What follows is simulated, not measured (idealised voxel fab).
Process module in this document: voxel capacitor over wiring
cross-section cut | 235 nm wide | cells 5 nm
How to read a cross-section here: the picture is a grid of square cells, written as bands going from the top down, and any band can span one or more rows of cells. Band: top and bottom heights (nm) first, top before bottom; then materials from left to right, widths in nm. "edge to edge" marks a sole material filling the band edge to edge. "air" denotes empty space. Height reference: 0 = level under which incoming wafer is all one material. Lowest band: no bottom, runs on downward, e.g. "from 0 down". So if you see something like "30->40" for the width, read it as the top row of the band sitting at the first number and the bottom row at the second, with every row in between moving by the same amount as the last. Where the words "no change" appear for a step, the cross-section shows no cell changed by that step; every cell remained as before. The list in "Encapsulated voids" covers empty spaces of 8 cells or more that cannot reach the top through any open way, and it gives each as width x height at distance; the distance is from the left edge, and width, height and distance are in nm. Note: text after step settings on the step line = simulator remark on that step. The line of a step may include "overlay nm". On a step with a mask, this value is how far to the right of its planned place the mask lay. A negative value means the mask lay to the left.

This section lists the process steps that were planned
1. RECEIVE: material Si
2. CONFORMAL_DEP: material SiO2, thk nm 10
3. CONFORMAL_DEP: material SiCN, thk nm 5
4. DIRECTIONAL_DEP: material SiO2, thk nm 15
5. PATTERN: tone open, mask id METAL_1, material resist, width nm 30, pitch nm 100, thk nm 20, overlay nm 0
6. DIRECTIONAL_ETCH: etch materials SiO2, depth nm 15
7. DIRECTIONAL_ETCH: etch materials SiCN, depth nm 5
8. STRIP: etch materials resist
9. CONFORMAL_DEP: material TiN, thk nm 5
10. FILL_DEP: material Cu, thk nm 5
11. CMP: height nm 30
12. CONFORMAL_DEP: material SiCN, thk nm 5
13. DIRECTIONAL_DEP: material lowk, thk nm 15
14. MASKED_ETCH: tone open, mask id PLUG_1, width nm 15, etch materials lowk, depth nm 15, overlay nm 0
15. MASKED_ETCH: tone open, mask id PLUG_1, width nm 15, etch materials SiCN, depth nm 5, overlay nm 0
16. EPI: material Ru, thk nm 10
17. EPI: material Ru, thk nm 10
18. DIRECTIONAL_DEP: material TiN, thk nm 5
19. DIRECTIONAL_DEP: material Al2O3, thk nm 5
20. DIRECTIONAL_DEP: material TiN, thk nm 5
21. MASKED_ETCH: tone cover, mask id UPPER_PLATE, width nm 75, etch materials TiN, depth nm 5, overlay nm 0
22. MASKED_ETCH: tone cover, mask id UPPER_PLATE, width nm 75, etch materials Al2O3, depth nm 5, overlay nm 0
23. PATTERN: tone cover, mask id LOWER_PLATE, material resist, width nm 85, thk nm 15, overlay nm 0
24. DIRECTIONAL_ETCH: etch materials TiN, depth nm 5
25. STRIP: etch materials resist
26. FILL_DEP: material SiO2, thk nm 15
27. CMP: height nm 75
28. DIRECTIONAL_DEP: material aC, thk nm 10
29. PATTERN: tone open, mask id PLUG_2, material resist, width nm 15, thk nm 30, overlay nm 0
30. DIRECTIONAL_ETCH: etch materials aC, depth nm 10
31. STRIP: etch materials resist
32. DIRECTIONAL_ETCH: etch materials SiO2, depth nm 10
33. STRIP: etch materials aC
34. CONFORMAL_DEP: material TiN, thk nm 5
35. FILL_DEP: material Cu, thk nm 10
36. CMP: height nm 75
37. CONFORMAL_DEP: material SiCN, thk nm 5

So, the first of our two wafers, run just as we planned it

Received-state cross-section, reflecting completion of step 1
	from 0 down | Si edge to edge
	Encapsulated voids: none

The following cross-section depicts the wafer upon completion of step 2
	from 10 to 0 | SiO2 edge to edge
	Whatever lies below 0 is exactly as it was before.

The following cross-section depicts the wafer upon completion of step 3
	from 15 to 10 | SiCN edge to edge
	Whatever lies below 10 is exactly as it was before.

The following cross-section depicts the wafer upon completion of step 4
	from 30 to 15 | SiO2 edge to edge
	Whatever lies below 15 is exactly as it was before.

The following cross-section depicts the wafer upon completion of step 5
	from 50 to 30 | 50 nm resist; 30 nm air; 70 nm resist; 30 nm air; 55 nm resist
	Whatever lies below 30 is exactly as it was before.

The following cross-section depicts the wafer upon completion of step 6
	from 50 to 30 | 50 nm resist; 30 nm air; 70 nm resist; 30 nm air; 55 nm resist
	from 30 to 15 | 50 nm SiO2; 30 nm air; 70 nm SiO2; 30 nm air; 55 nm SiO2
	Whatever lies below 15 is exactly as it was before.

The following cross-section depicts the wafer upon completion of step 7
	from 50 to 30 | 50 nm resist; 30 nm air; 70 nm resist; 30 nm air; 55 nm resist
	from 30 to 15 | 50 nm SiO2; 30 nm air; 70 nm SiO2; 30 nm air; 55 nm SiO2
	from 15 to 10 | 50 nm SiCN; 30 nm air; 70 nm SiCN; 30 nm air; 55 nm SiCN
	Whatever lies below 10 is exactly as it was before.

The following cross-section depicts the wafer upon completion of step 8
	from 30 to 15 | 50 nm SiO2; 30 nm air; 70 nm SiO2; 30 nm air; 55 nm SiO2
	Whatever lies below 15 is exactly as it was before.

The following cross-section depicts the wafer upon completion of step 9
	from 35 to 30 | 55 nm TiN; 20 nm air; 80 nm TiN; 20 nm air; 60 nm TiN
	from 30 to 15 | 50 nm SiO2; 5 nm TiN; 20 nm air; 5 nm TiN; 70 nm SiO2; 5 nm TiN; 20 nm air; 5 nm TiN; 55 nm SiO2
	from 15 to 10 | 50 nm SiCN; 30 nm TiN; 70 nm SiCN; 30 nm TiN; 55 nm SiCN
	Whatever lies below 10 is exactly as it was before.

The following cross-section depicts the wafer upon completion of step 10
	from 40 to 35 | Cu edge to edge
	from 35 to 30 | 55 nm TiN; 20 nm Cu; 80 nm TiN; 20 nm Cu; 60 nm TiN
	from 30 to 15 | 50 nm SiO2; 5 nm TiN; 20 nm Cu; 5 nm TiN; 70 nm SiO2; 5 nm TiN; 20 nm Cu; 5 nm TiN; 55 nm SiO2
	Whatever lies below 15 is exactly as it was before.

The following cross-section depicts the wafer upon completion of step 11
	from 30 to 15 | 50 nm SiO2; 5 nm TiN; 20 nm Cu; 5 nm TiN; 70 nm SiO2; 5 nm TiN; 20 nm Cu; 5 nm TiN; 55 nm SiO2
	Whatever lies below 15 is exactly as it was before.

The following cross-section depicts the wafer upon completion of step 12
	from 35 to 30 | SiCN edge to edge
	Whatever lies below 30 is exactly as it was before.

The following cross-section depicts the wafer upon completion of step 13
	from 50 to 35 | lowk edge to edge
	Whatever lies below 35 is exactly as it was before.

The following cross-section depicts the wafer upon completion of step 14
	from 50 to 35 | 65 nm lowk; 15 nm air; 155 nm lowk
	Whatever lies below 35 is exactly as it was before.

The following cross-section depicts the wafer upon completion of step 15
	from 50 to 35 | 65 nm lowk; 15 nm air; 155 nm lowk
	from 35 to 30 | 65 nm SiCN; 15 nm air; 155 nm SiCN
	Whatever lies below 30 is exactly as it was before.

The following cross-section depicts the wafer upon completion of step 16
	from 50 to 40 | 65 nm lowk; 15 nm air; 155 nm lowk
	from 40 to 35 | 65 nm lowk; 15 nm Ru; 155 nm lowk
	from 35 to 30 | 65 nm SiCN; 15 nm Ru; 155 nm SiCN
	Whatever lies below 30 is exactly as it was before.

The following cross-section depicts the wafer upon completion of step 17
	from 50 to 35 | 65 nm lowk; 15 nm Ru; 155 nm lowk
	Whatever lies below 35 is exactly as it was before.

The following cross-section depicts the wafer upon completion of step 18
	from 55 to 50 | TiN edge to edge
	Whatever lies below 50 is exactly as it was before.

The following cross-section depicts the wafer upon completion of step 19
	from 60 to 55 | Al2O3 edge to edge
	Whatever lies below 55 is exactly as it was before.

The following cross-section depicts the wafer upon completion of step 20
	from 65 to 60 | TiN edge to edge
	Whatever lies below 60 is exactly as it was before.

The following cross-section depicts the wafer upon completion of step 21
	from 65 to 60 | 65 nm air; 75 nm TiN; 95 nm air
	Whatever lies below 60 is exactly as it was before.

The following cross-section depicts the wafer upon completion of step 22
	from 65 to 60 | 65 nm air; 75 nm TiN; 95 nm air
	from 60 to 55 | 65 nm air; 75 nm Al2O3; 95 nm air
	Whatever lies below 55 is exactly as it was before.

The following cross-section depicts the wafer upon completion of step 23
	from 80 to 65 | 60 nm air; 85 nm resist; 90 nm air
	from 65 to 60 | 60 nm air; 5 nm resist; 75 nm TiN; 5 nm resist; 90 nm air
	from 60 to 55 | 60 nm air; 5 nm resist; 75 nm Al2O3; 5 nm resist; 90 nm air
	Whatever lies below 55 is exactly as it was before.

The following cross-section depicts the wafer upon completion of step 24
	from 80 to 65 | 60 nm air; 85 nm resist; 90 nm air
	from 65 to 60 | 60 nm air; 5 nm resist; 75 nm TiN; 5 nm resist; 90 nm air
	from 60 to 55 | 60 nm air; 5 nm resist; 75 nm Al2O3; 5 nm resist; 90 nm air
	from 55 to 50 | 60 nm air; 85 nm TiN; 90 nm air
	Whatever lies below 50 is exactly as it was before.

The following cross-section depicts the wafer upon completion of step 25
	from 65 to 60 | 65 nm air; 75 nm TiN; 95 nm air
	from 60 to 55 | 65 nm air; 75 nm Al2O3; 95 nm air
	Whatever lies below 55 is exactly as it was before.

The following cross-section depicts the wafer upon completion of step 26
	from 80 to 65 | SiO2 edge to edge
	from 65 to 60 | 65 nm SiO2; 75 nm TiN; 95 nm SiO2
	from 60 to 55 | 65 nm SiO2; 75 nm Al2O3; 95 nm SiO2
	from 55 to 50 | 60 nm SiO2; 85 nm TiN; 90 nm SiO2
	Whatever lies below 50 is exactly as it was before.

The following cross-section depicts the wafer upon completion of step 27
	from 75 to 65 | SiO2 edge to edge
	Whatever lies below 65 is exactly as it was before.

The following cross-section depicts the wafer upon completion of step 28
	from 85 to 75 | aC edge to edge
	Whatever lies below 75 is exactly as it was before.

The following cross-section depicts the wafer upon completion of step 29
	from 115 to 85 | 75 nm resist; 15 nm air; 145 nm resist
	Whatever lies below 85 is exactly as it was before.

The following cross-section depicts the wafer upon completion of step 30
	from 105 to 85 | 75 nm resist; 15 nm air; 145 nm resist
	from 85 to 75 | 75 nm aC; 15 nm air; 145 nm aC
	Whatever lies below 75 is exactly as it was before.

The following cross-section depicts the wafer upon completion of step 31
	from 85 to 75 | 75 nm aC; 15 nm air; 145 nm aC
	Whatever lies below 75 is exactly as it was before.

The following cross-section depicts the wafer upon completion of step 32
	from 85 to 75 | 75 nm aC; 15 nm air; 145 nm aC
	from 75 to 65 | 75 nm SiO2; 15 nm air; 145 nm SiO2
	Whatever lies below 65 is exactly as it was before.

The following cross-section depicts the wafer upon completion of step 33
	from 75 to 65 | 75 nm SiO2; 15 nm air; 145 nm SiO2
	Whatever lies below 65 is exactly as it was before.

The following cross-section depicts the wafer upon completion of step 34
	from 80 to 75 | 80 nm TiN; 5 nm air; 150 nm TiN
	from 75 to 70 | 75 nm SiO2; 5 nm TiN; 5 nm air; 5 nm TiN; 145 nm SiO2
	from 70 to 60 | 75->65 nm SiO2; 15->75 nm TiN; 145->95 nm SiO2
	Whatever lies below 60 is exactly as it was before.

The following cross-section depicts the wafer upon completion of step 35
	from 90 to 80 | Cu edge to edge
	from 80 to 75 | 80 nm TiN; 5 nm Cu; 150 nm TiN
	from 75 to 70 | 75 nm SiO2; 5 nm TiN; 5 nm Cu; 5 nm TiN; 145 nm SiO2
	Whatever lies below 70 is exactly as it was before.

The following cross-section depicts the wafer upon completion of step 36
	from 75 to 70 | 75 nm SiO2; 5 nm TiN; 5 nm Cu; 5 nm TiN; 145 nm SiO2
	Whatever lies below 70 is exactly as it was before.

The following cross-section depicts the wafer upon completion of step 37
	from 80 to 75 | SiCN edge to edge
	Whatever lies below 75 is exactly as it was before.

Okay, second wafer. Nothing different at the start, nothing different in the plan, just one mistake somewhere in the running. As far as step 1, counting that step, it's the first wafer all over again

Planned end of step 2: second wafer, cross-section
	from 10 to 0 | Al2O3 edge to edge
	Whatever lies below 0 is exactly as it was before.

Planned end of step 3: second wafer, cross-section
	from 15 to 10 | SiCN edge to edge
	Whatever lies below 10 is exactly as it was before.

Planned end of step 4: second wafer, cross-section
	from 30 to 15 | SiO2 edge to edge
	Whatever lies below 15 is exactly as it was before.

Planned end of step 5: second wafer, cross-section
	from 50 to 30 | 50 nm resist; 30 nm air; 70 nm resist; 30 nm air; 55 nm resist
	Whatever lies below 30 is exactly as it was before.

Planned end of step 6: second wafer, cross-section
	from 50 to 30 | 50 nm resist; 30 nm air; 70 nm resist; 30 nm air; 55 nm resist
	from 30 to 15 | 50 nm SiO2; 30 nm air; 70 nm SiO2; 30 nm air; 55 nm SiO2
	Whatever lies below 15 is exactly as it was before.

Planned end of step 7: second wafer, cross-section
	from 50 to 30 | 50 nm resist; 30 nm air; 70 nm resist; 30 nm air; 55 nm resist
	from 30 to 15 | 50 nm SiO2; 30 nm air; 70 nm SiO2; 30 nm air; 55 nm SiO2
	from 15 to 10 | 50 nm SiCN; 30 nm air; 70 nm SiCN; 30 nm air; 55 nm SiCN
	Whatever lies below 10 is exactly as it was before.

Planned end of step 8: second wafer, cross-section
	from 30 to 15 | 50 nm SiO2; 30 nm air; 70 nm SiO2; 30 nm air; 55 nm SiO2
	Whatever lies below 15 is exactly as it was before.

Planned end of step 9: second wafer, cross-section
	from 35 to 30 | 55 nm TiN; 20 nm air; 80 nm TiN; 20 nm air; 60 nm TiN
	from 30 to 15 | 50 nm SiO2; 5 nm TiN; 20 nm air; 5 nm TiN; 70 nm SiO2; 5 nm TiN; 20 nm air; 5 nm TiN; 55 nm SiO2
	from 15 to 10 | 50 nm SiCN; 30 nm TiN; 70 nm SiCN; 30 nm TiN; 55 nm SiCN
	Whatever lies below 10 is exactly as it was before.

Planned end of step 10: second wafer, cross-section
	from 40 to 35 | Cu edge to edge
	from 35 to 30 | 55 nm TiN; 20 nm Cu; 80 nm TiN; 20 nm Cu; 60 nm TiN
	from 30 to 15 | 50 nm SiO2; 5 nm TiN; 20 nm Cu; 5 nm TiN; 70 nm SiO2; 5 nm TiN; 20 nm Cu; 5 nm TiN; 55 nm SiO2
	Whatever lies below 15 is exactly as it was before.

Planned end of step 11: second wafer, cross-section
	from 30 to 15 | 50 nm SiO2; 5 nm TiN; 20 nm Cu; 5 nm TiN; 70 nm SiO2; 5 nm TiN; 20 nm Cu; 5 nm TiN; 55 nm SiO2
	Whatever lies below 15 is exactly as it was before.

Planned end of step 12: second wafer, cross-section
	from 35 to 30 | SiCN edge to edge
	Whatever lies below 30 is exactly as it was before.

Planned end of step 13: second wafer, cross-section
	from 50 to 35 | lowk edge to edge
	Whatever lies below 35 is exactly as it was before.

Planned end of step 14: second wafer, cross-section
	from 50 to 35 | 65 nm lowk; 15 nm air; 155 nm lowk
	Whatever lies below 35 is exactly as it was before.

Planned end of step 15: second wafer, cross-section
	from 50 to 35 | 65 nm lowk; 15 nm air; 155 nm lowk
	from 35 to 30 | 65 nm SiCN; 15 nm air; 155 nm SiCN
	Whatever lies below 30 is exactly as it was before.

Planned end of step 16: second wafer, cross-section
	from 50 to 40 | 65 nm lowk; 15 nm air; 155 nm lowk
	from 40 to 35 | 65 nm lowk; 15 nm Ru; 155 nm lowk
	from 35 to 30 | 65 nm SiCN; 15 nm Ru; 155 nm SiCN
	Whatever lies below 30 is exactly as it was before.

Planned end of step 17: second wafer, cross-section
	from 50 to 35 | 65 nm lowk; 15 nm Ru; 155 nm lowk
	Whatever lies below 35 is exactly as it was before.

Planned end of step 18: second wafer, cross-section
	from 55 to 50 | TiN edge to edge
	Whatever lies below 50 is exactly as it was before.

Planned end of step 19: second wafer, cross-section
	from 60 to 55 | Al2O3 edge to edge
	Whatever lies below 55 is exactly as it was before.

Planned end of step 20: second wafer, cross-section
	from 65 to 60 | TiN edge to edge
	Whatever lies below 60 is exactly as it was before.

Planned end of step 21: second wafer, cross-section
	from 65 to 60 | 65 nm air; 75 nm TiN; 95 nm air
	Whatever lies below 60 is exactly as it was before.

Planned end of step 22: second wafer, cross-section
	from 65 to 60 | 65 nm air; 75 nm TiN; 95 nm air
	from 60 to 55 | 65 nm air; 75 nm Al2O3; 95 nm air
	Whatever lies below 55 is exactly as it was before.

Planned end of step 23: second wafer, cross-section
	from 80 to 65 | 60 nm air; 85 nm resist; 90 nm air
	from 65 to 60 | 60 nm air; 5 nm resist; 75 nm TiN; 5 nm resist; 90 nm air
	from 60 to 55 | 60 nm air; 5 nm resist; 75 nm Al2O3; 5 nm resist; 90 nm air
	Whatever lies below 55 is exactly as it was before.

Planned end of step 24: second wafer, cross-section
	from 80 to 65 | 60 nm air; 85 nm resist; 90 nm air
	from 65 to 60 | 60 nm air; 5 nm resist; 75 nm TiN; 5 nm resist; 90 nm air
	from 60 to 55 | 60 nm air; 5 nm resist; 75 nm Al2O3; 5 nm resist; 90 nm air
	from 55 to 50 | 60 nm air; 85 nm TiN; 90 nm air
	Whatever lies below 50 is exactly as it was before.

Planned end of step 25: second wafer, cross-section
	from 65 to 60 | 65 nm air; 75 nm TiN; 95 nm air
	from 60 to 55 | 65 nm air; 75 nm Al2O3; 95 nm air
	Whatever lies below 55 is exactly as it was before.

Planned end of step 26: second wafer, cross-section
	from 80 to 65 | SiO2 edge to edge
	from 65 to 60 | 65 nm SiO2; 75 nm TiN; 95 nm SiO2
	from 60 to 55 | 65 nm SiO2; 75 nm Al2O3; 95 nm SiO2
	from 55 to 50 | 60 nm SiO2; 85 nm TiN; 90 nm SiO2
	Whatever lies below 50 is exactly as it was before.

Planned end of step 27: second wafer, cross-section
	from 75 to 65 | SiO2 edge to edge
	Whatever lies below 65 is exactly as it was before.

Planned end of step 28: second wafer, cross-section
	from 85 to 75 | aC edge to edge
	Whatever lies below 75 is exactly as it was before.

Planned end of step 29: second wafer, cross-section
	from 115 to 85 | 75 nm resist; 15 nm air; 145 nm resist
	Whatever lies below 85 is exactly as it was before.

Planned end of step 30: second wafer, cross-section
	from 105 to 85 | 75 nm resist; 15 nm air; 145 nm resist
	from 85 to 75 | 75 nm aC; 15 nm air; 145 nm aC
	Whatever lies below 75 is exactly as it was before.

Planned end of step 31: second wafer, cross-section
	from 85 to 75 | 75 nm aC; 15 nm air; 145 nm aC
	Whatever lies below 75 is exactly as it was before.

Planned end of step 32: second wafer, cross-section
	from 85 to 75 | 75 nm aC; 15 nm air; 145 nm aC
	from 75 to 65 | 75 nm SiO2; 15 nm air; 145 nm SiO2
	Whatever lies below 65 is exactly as it was before.

Planned end of step 33: second wafer, cross-section
	from 75 to 65 | 75 nm SiO2; 15 nm air; 145 nm SiO2
	Whatever lies below 65 is exactly as it was before.

Planned end of step 34: second wafer, cross-section
	from 80 to 75 | 80 nm TiN; 5 nm air; 150 nm TiN
	from 75 to 70 | 75 nm SiO2; 5 nm TiN; 5 nm air; 5 nm TiN; 145 nm SiO2
	from 70 to 60 | 75->65 nm SiO2; 15->75 nm TiN; 145->95 nm SiO2
	Whatever lies below 60 is exactly as it was before.

Planned end of step 35: second wafer, cross-section
	from 90 to 80 | Cu edge to edge
	from 80 to 75 | 80 nm TiN; 5 nm Cu; 150 nm TiN
	from 75 to 70 | 75 nm SiO2; 5 nm TiN; 5 nm Cu; 5 nm TiN; 145 nm SiO2
	Whatever lies below 70 is exactly as it was before.

Planned end of step 36: second wafer, cross-section
	from 75 to 70 | 75 nm SiO2; 5 nm TiN; 5 nm Cu; 5 nm TiN; 145 nm SiO2
	Whatever lies below 70 is exactly as it was before.

Planned end of step 37: second wafer, cross-section
	from 80 to 75 | SiCN edge to edge
	Whatever lies below 75 is exactly as it was before.
In executing the process, a mistake was made relative to the plan: step 2 went in with a setting other than planned; the actual run was CONFORMAL_DEP: material Al2O3, thk nm 10
Materials where the second wafer ends with more or fewer cells than the first: +94 Al2O3; -94 SiO2
